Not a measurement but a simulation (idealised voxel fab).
This is a process module. Its name is voxel lift off.
Square cells of 5 nm make up the cross-section cut, whose width is 295 nm.
Just so we're on the same page, the cross-sections are grids of square cells, and they're listed out in bands top to bottom, each band one or more rows deep.
Basically the band line says how high the top is and how high the bottom is, in nm, and then what's in it from left to right, every material with its width in nm. Empty space shows up as "empty", and if a single material carries "everywhere" it runs the full band edge to edge.
Below 0: as-received wafer, all one material; heights counted from there. Lowest band: no bottom, goes on down, written "z 0 and below".
The expression "30..40" gives the width at the extremes of the band, the first number at its top row of cells and the second at its bottom row, with the width changing by equal amounts from each row to the next in between.
Take "nothing altered" at face value: in the step it is given for, the cross-section changed in none of its cells.
Look at "Sealed voids" for the closed voids: empty spaces with no open path to the top, sized 8 cells or up. Each is width x height at distance, distance from the left edge, all nm.
Past the settings on a step's line: simulator remark, on that step.
The line of a step may include "overlay nm". On a step with a mask, this value is how far to the right of its planned place the mask lay. A negative value means the mask lay to the left.
SO HERE'S THE LINEUP OF PROCESS STEPS WE PLANNED
1) RECEIVE | material Si
2) CONFORMAL_DEP | material SiO2 | thk nm 15
3) PATTERN | tone open | mask id LINES | material resist | width nm 15 | pitch nm 35 | thk nm 25 | overlay nm 0
4) DIRECTIONAL_DEP | material Ru | thk nm 15
5) STRIP | etch materials resist
6) CONFORMAL_DEP | material SiN | thk nm 5
FIRST OF THE TWO WAFERS, RUN PER PLAN
SO THIS IS THE INCOMING WAFER IN CROSS-SECTION - IT'S ALREADY BEEN THROUGH STEP 1
z 0 and below  Si everywhere
Sealed voids: none
CROSS-SECTION OF THE WAFER SUBSEQUENT TO STEP 2
z 15 to 0  SiO2 everywhere
Lower than 0, everything is as it was.
CROSS-SECTION OF THE WAFER SUBSEQUENT TO STEP 3
z 40 to 15  resist 85 nm  empty 15 nm  resist 20 nm  empty 15 nm  resist 20 nm  empty 15 nm  resist 20 nm  empty 15 nm  resist 90 nm
Lower than 15, everything is as it was.
CROSS-SECTION OF THE WAFER SUBSEQUENT TO STEP 4
z 55 to 40  Ru 85 nm  empty 15 nm  Ru 20 nm  empty 15 nm  Ru 20 nm  empty 15 nm  Ru 20 nm  empty 15 nm  Ru 90 nm
z 40 to 30  resist 85 nm  empty 15 nm  resist 20 nm  empty 15 nm  resist 20 nm  empty 15 nm  resist 20 nm  empty 15 nm  resist 90 nm
z 30 to 15  resist 85 nm  Ru 15 nm  resist 20 nm  Ru 15 nm  resist 20 nm  Ru 15 nm  resist 20 nm  Ru 15 nm  resist 90 nm
Lower than 15, everything is as it was.
CROSS-SECTION OF THE WAFER SUBSEQUENT TO STEP 5
z 30 to 15  empty 85 nm  Ru 15 nm  empty 20 nm  Ru 15 nm  empty 20 nm  Ru 15 nm  empty 20 nm  Ru 15 nm  empty 90 nm
Lower than 15, everything is as it was.
CROSS-SECTION OF THE WAFER SUBSEQUENT TO STEP 6
z 35 to 30  empty 80 nm  SiN 25 nm  empty 10 nm  SiN 25 nm  empty 10 nm  SiN 25 nm  empty 10 nm  SiN 25 nm  empty 85 nm
z 30 to 20  empty 80 nm  SiN 5 nm  Ru 15 nm  SiN 5 nm  empty 10 nm  SiN 5 nm  Ru 15 nm  SiN 5 nm  empty 10 nm  SiN 5 nm  Ru 15 nm  SiN 5 nm  empty 10 nm  SiN 5 nm  Ru 15 nm  SiN 5 nm  empty 85 nm
z 20 to 15  SiN 85 nm  Ru 15 nm  SiN 20 nm  Ru 15 nm  SiN 20 nm  Ru 15 nm  SiN 20 nm  Ru 15 nm  SiN 90 nm
Lower than 15, everything is as it was.
SECOND WAFER - SHARED START AND PLAN WITH THE FIRST - ONE ERROR IN RUNNING - SAME AS THE FIRST UP TO STEP 2 INCLUSIVE
CROSS-SECTION OF THE SECOND WAFER AT THE TIME STEP 3 OF THE PLAN SHOULD HAVE ENDED
z 40 to 15  empty 85 nm  resist 15 nm  empty 20 nm  resist 15 nm  empty 20 nm  resist 15 nm  empty 20 nm  resist 15 nm  empty 90 nm
Lower than 15, everything is as it was.
CROSS-SECTION OF THE SECOND WAFER AT THE TIME STEP 4 OF THE PLAN SHOULD HAVE ENDED
z 55 to 40  empty 85 nm  Ru 15 nm  empty 20 nm  Ru 15 nm  empty 20 nm  Ru 15 nm  empty 20 nm  Ru 15 nm  empty 90 nm
z 40 to 30  empty 85 nm  resist 15 nm  empty 20 nm  resist 15 nm  empty 20 nm  resist 15 nm  empty 20 nm  resist 15 nm  empty 90 nm
z 30 to 15  Ru 85 nm  resist 15 nm  Ru 20 nm  resist 15 nm  Ru 20 nm  resist 15 nm  Ru 20 nm  resist 15 nm  Ru 90 nm
Lower than 15, everything is as it was.
CROSS-SECTION OF THE SECOND WAFER AT THE TIME STEP 5 OF THE PLAN SHOULD HAVE ENDED
z 30 to 15  Ru 85 nm  empty 15 nm  Ru 20 nm  empty 15 nm  Ru 20 nm  empty 15 nm  Ru 20 nm  empty 15 nm  Ru 90 nm
Lower than 15, everything is as it was.
CROSS-SECTION OF THE SECOND WAFER AT THE TIME STEP 6 OF THE PLAN SHOULD HAVE ENDED
z 35 to 30  SiN 90 nm  empty 5 nm  SiN 30 nm  empty 5 nm  SiN 30 nm  empty 5 nm  SiN 30 nm  empty 5 nm  SiN 95 nm
z 30 to 20  Ru 85 nm  SiN 5 nm  empty 5 nm  SiN 5 nm  Ru 20 nm  SiN 5 nm  empty 5 nm  SiN 5 nm  Ru 20 nm  SiN 5 nm  empty 5 nm  SiN 5 nm  Ru 20 nm  SiN 5 nm  empty 5 nm  SiN 5 nm  Ru 90 nm
z 20 to 15  Ru 85 nm  SiN 15 nm  Ru 20 nm  SiN 15 nm  Ru 20 nm  SiN 15 nm  Ru 20 nm  SiN 15 nm  Ru 90 nm
Lower than 15, everything is as it was.
What was done differently from what was planned? step 3 was processed under conditions differing from the plan, specifically as PATTERN | tone cover | mask id LINES | material resist | width nm 15 | pitch nm 35 | thk nm 25 | overlay nm 0
Upon completion, the second wafer contains, in terms of cells, a greater or smaller amount of certain materials than the first wafer: Ru +105
